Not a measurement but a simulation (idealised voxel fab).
Name of the process module below: voxel released beams
Cross-sectional view cut (width: 230 nm; square cell size: 5 nm).
Square cells in a grid make up a cross-section in this document, and the grid is given as bands, listed from the top down, each one or more rows of cells. In this notation a band is specified by the heights of its top and bottom, in that order and in nm, after which its materials appear from left to right, each paired with its width in nm. The word "everywhere" attached to a single material means that material fills the band from edge to edge; the word "air" stands for empty space. Height datum 0, below which the as-received substrate wafer is one material. Lowest band open at the bottom, running downward: "0 down". Note: "30->40" means the width goes from the first number (top row of the band) to the second number (bottom row) in equal steps per row of cells. Basically "changes: none" means that step didn't change any cell in the cross-section. Closed empty spaces (no open way to the top) of 8 cells or more are what "Closed internal cavities" lists, each as width x height at distance from the left edge, nm for all three. Read whatever lies past the settings on a step's line as the simulator's own remark about the step. For masked steps, "overlay nm" on the step line gives how far right of plan the mask actually lay; a minus sign means it lay to the left.
# Listed below are the process steps as planned
1. op RECEIVE | material Si
2. op CONFORMAL_DEP | material SiN | thk nm 10
3. op DIRECTIONAL_DEP | material SiO2 | thk nm 10
4. op PATTERN | tone open | mask id ANCHOR | material resist | width nm 40 | thk nm 15 | overlay nm 0
5. op DIRECTIONAL_ETCH | etch materials SiO2 | depth nm 10
6. op STRIP | etch materials resist
7. op CONFORMAL_DEP | material polySi | thk nm 15
8. op MASKED_ETCH | tone cover | mask id BEAM | width nm 100 | etch materials polySi | depth nm 15 | overlay nm 0
9. op STRIP | etch materials SiO2
# Concerning the first of two wafers, which was run in accordance with the plan
# Delivered wafer in cross-section: state after step 1
> 0 down: Si everywhere
> Closed internal cavities: none
# The wafer in cross-section once step 2 is complete
> 10 to 0: SiN everywhere
> Under 0: no change, same as before.
# The wafer in cross-section once step 3 is complete
> 20 to 10: SiO2 everywhere
> Under 10: no change, same as before.
# The wafer in cross-section once step 4 is complete
> 35 to 20: resist: 65 | air: 40 | resist: 125
> Under 20: no change, same as before.
# The wafer in cross-section once step 5 is complete
> 35 to 20: resist: 65 | air: 40 | resist: 125
> 20 to 10: SiO2: 65 | air: 40 | SiO2: 125
> Under 10: no change, same as before.
# The wafer in cross-section once step 6 is complete
> 20 to 10: SiO2: 65 | air: 40 | SiO2: 125
> Under 10: no change, same as before.
# The wafer in cross-section once step 7 is complete
> 35 to 25: polySi: 80 | air: 10 | polySi: 140
> 25 to 20: polySi everywhere
> 20 to 10: SiO2: 65 | polySi: 40 | SiO2: 125
> Under 10: no change, same as before.
# The wafer in cross-section once step 8 is complete
> 35 to 25: air: 60 | polySi: 20 | air: 10 | polySi: 70 | air: 70
> 25 to 20: air: 60 | polySi: 100 | air: 70
> Under 20: no change, same as before.
# The wafer in cross-section once step 9 is complete
> 35 to 25: air: 60 | polySi: 20 | air: 10 | polySi: 70 | air: 70
> 25 to 20: air: 60 | polySi: 100 | air: 70
> 20 to 10: air: 65 | polySi: 40 | air: 125
> Under 10: no change, same as before.
# Second Wafer (Identical Start and Plan, One Processing Error; Matches First Wafer Through Step 6)
# Cross-section of the second wafer at the time step 7 of the plan should have ended
> 35 to 25: SiN: 80 | air: 10 | SiN: 140
> 25 to 20: SiN everywhere
> 20 to 10: SiO2: 65 | SiN: 40 | SiO2: 125
> Under 10: no change, same as before.
Cross-section of the second wafer at the time step 8 of the plan should have ended: changes: none
Cross-section of the second wafer at the time step 9 of the plan should have ended: changes: none
Plan not followed: step 7 did not happen as planned, as run it was op CONFORMAL_DEP | material SiN | thk nm 15
End check, counted in cells, second wafer has more or fewer of these materials than the first: 150 more of SiN | 76 more of SiO2 | 72 fewer of polySi
